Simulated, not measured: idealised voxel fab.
A process module follows: voxel wiring stack.
Cross-section cut spans 185 nm and uses square cells 5 nm in size.
Cross-sections here: square-cell grids, written as top-down lists of bands, a band being one or more rows of cells.
The band entry comprises the height of the band's top followed by the height of its bottom, expressed in nm, and subsequently the band's materials from left to right, each stated together with its width in nm. Where a single material is marked with the word "full width", that material fills the band from edge to edge. The word "blank" represents empty space.
We count height from 0. Below that, the starting wafer is all one material. The lowest band never ends at the bottom but goes on down; see "0..down" for how that is written.
The notation "30 to 40" denotes a width that varies across the rows of cells in the band, beginning at the first number in the top row, finishing at the second number in the bottom row, and changing by an identical amount from each row to the next.
The designation "stayed the same", where it is given for a processing step, indicates that no cell of the cross-section was altered in the course of that step.
Any empty space of 8 cells or more lacking an open way to the top shows up in "Sealed cavities" as width x height at distance, distance from the left edge, in nm.
Post-settings text on a step line: simulator's own remark regarding the step.
On any step carrying a mask, the "overlay nm" setting, if present on the step's line, tells how far right of its planned place the mask lay; negative values point to the left.

Planned step list for the process:
- 1: RECEIVE (material Si)
- 2: CONFORMAL_DEP (material SiO2; thk nm 10)
- 3: CONFORMAL_DEP (material SiN; thk nm 5)
- 4: DIRECTIONAL_DEP (material SiO2; thk nm 25)
- 5: MASKED_ETCH (tone open; mask id METAL_1; width nm 20; pitch nm 45; etch materials SiO2; depth nm 25; overlay nm 0)
- 6: MASKED_ETCH (tone open; mask id METAL_1; width nm 20; pitch nm 45; etch materials SiN; depth nm 5; overlay nm 0)
- 7: CONFORMAL_DEP (material TiN; thk nm 5)
- 8: FILL_DEP (material Cu; thk nm 5)
- 9: CMP (height nm 40)
- 10: EPI (material Ru; thk nm 5)
- 11: FILL_DEP (material SiCN; thk nm 5)
- 12: DIRECTIONAL_DEP (material lowk; thk nm 30)
- 13: DIRECTIONAL_DEP (material aC; thk nm 10)
- 14: PATTERN (tone open; mask id METAL_2_HOLES; material resist; width nm 15; pitch nm 45; thk nm 30; overlay nm 0)
- 15: DIRECTIONAL_ETCH (etch materials aC; depth nm 10)
- 16: STRIP (etch materials resist)
- 17: DIRECTIONAL_ETCH (etch materials lowk; depth nm 30)
- 18: STRIP (etch materials aC)
- 19: MASKED_ETCH (tone open; mask id METAL_2; width nm 20; pitch nm 45; etch materials lowk; depth nm 20; overlay nm 0)
- 20: MASKED_ETCH (tone open; mask id METAL_2; width nm 20; pitch nm 45; etch materials SiCN; depth nm 5; overlay nm 0)
- 21: CONFORMAL_DEP (material TiN; thk nm 5)
- 22: FILL_DEP (material Cu; thk nm 10)
- 23: CMP (height nm 80)
- 24: CONFORMAL_DEP (material SiN; thk nm 5)

Cross-section: wafer on arrival = after step 1:
  0..down | Si full width
  Sealed cavities: none

Cross-section at module end, one run error; start and plan unchanged from above:
  85..80 | SiN full width
  80..75 | 20 nm TiN; 10 nm Cu; 35 nm TiN; 10 nm Cu; 35 nm TiN; 10 nm Cu; 35 nm TiN; 10 nm Cu; 20 nm TiN
  75..60 | 15 nm lowk; 5 nm TiN; 10 nm Cu; 5 nm TiN; 25 nm lowk; 5 nm TiN; 10 nm Cu; 5 nm TiN; 25 nm lowk; 5 nm TiN; 10 nm Cu; 5 nm TiN; 25 nm lowk; 5 nm TiN; 10 nm Cu; 5 nm TiN; 15 nm lowk
  60..50 | 15 nm lowk; 5 nm TiN; 5 nm Cu; 10 to 5 nm TiN; 25 to 30 nm lowk; 5 nm TiN; 5 nm Cu; 10 to 5 nm TiN; 25 to 30 nm lowk; 5 nm TiN; 5 nm Cu; 10 to 5 nm TiN; 25 to 30 nm lowk; 5 nm TiN; 5 nm Cu; 10 to 5 nm TiN; 15 to 20 nm lowk
  50..45 | 15 nm SiCN; 15 nm TiN; 30 nm SiCN; 15 nm TiN; 30 nm SiCN; 15 nm TiN; 30 nm SiCN; 15 nm TiN; 20 nm SiCN
  45..40 | 10 nm SiCN; 30 nm Ru; 15 nm SiCN; 30 nm Ru; 15 nm SiCN; 30 nm Ru; 15 nm SiCN; 30 nm Ru; 10 nm SiCN
  40..15 | 15 nm SiO2; 5 nm TiN; 10 nm Cu; 5 nm TiN; 25 nm SiO2; 5 nm TiN; 10 nm Cu; 5 nm TiN; 25 nm SiO2; 5 nm TiN; 10 nm Cu; 5 nm TiN; 25 nm SiO2; 5 nm TiN; 10 nm Cu; 5 nm TiN; 15 nm SiO2
  15..10 | 15 nm SiN; 20 nm TiN; 25 nm SiN; 20 nm TiN; 25 nm SiN; 20 nm TiN; 25 nm SiN; 20 nm TiN; 15 nm SiN
  10..0 | SiO2 full width
  0..down | Si full width
  Sealed cavities: none
Here's what went sideways: contrary to plan, step 12 was performed as DIRECTIONAL_DEP (material lowk; thk nm 25)
